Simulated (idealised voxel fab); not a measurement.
The following is a process module called voxel tone inversion.
It is cross-section cut that appears here, measuring 215 nm in width, its square cells being 5 nm in size.
This document writes a cross-section as a grid whose cells are square, and gives it as bands, listed from the top down; one or more rows of cells form a band. Read a band's entry like this: the first values are the height of its top and the height of its bottom in nm, and what follows is the sequence of materials from left to right, each with its width in nm. Note that "blank" is empty space, and that a single material marked "throughout" reaches across the band from edge to edge. Heads up on the height convention: 0 is the point under which the incoming wafer is all one material, and the lowest band has no bottom, it just keeps going down, like "from 0 down". Width: "30..40" (first number = top row, second number = bottom row, same change from row to row of cells). "stayed the same" means the step left every cell of the cross-section as it was. Empty spaces counting at least 8 cells and having no open way to the top are listed in "Catalogued sealed voids". The notation width x height at distance is used for each, the distance being from the left edge and all three values in nm. Step line, after settings: the simulator's comment on this step. overlay nm: step with mask; distance mask lay right of planned place; negative value = left of planned place.
-- These are the steps we planned for the process
1. RECEIVE with material Si
2. CONFORMAL_DEP with material SiCN, thk nm 5
3. DIRECTIONAL_DEP with material polySi, thk nm 25
4. PATTERN with tone cover, mask id POSTS, material resist, width nm 20, pitch nm 45, thk nm 35, overlay nm 0
5. DIRECTIONAL_ETCH with etch materials polySi, depth nm 25
6. STRIP with etch materials resist
7. FILL_DEP with material SiO2, thk nm 10
8. CMP with height nm 30
9. STRIP with etch materials polySi
-- Wafer cross-section on receipt, i.e. after step 1
	from 0 down = Si throughout
	Catalogued sealed voids: none
-- Wafer at module end, in section. Began as above, planned as above, run with one mistake
	from 30 to 5 = SiO2=70  blank=30  SiO2=15  blank=30  SiO2=70
	from 5 to 0 = SiCN throughout
	from 0 down = Si throughout
	Catalogued sealed voids: none
Which mistake was made when the wafer was run? off-plan run, step 4, actual operation and settings PATTERN with tone cover, mask id POSTS, material resist, width nm 30, pitch nm 45, thk nm 35, overlay nm 0
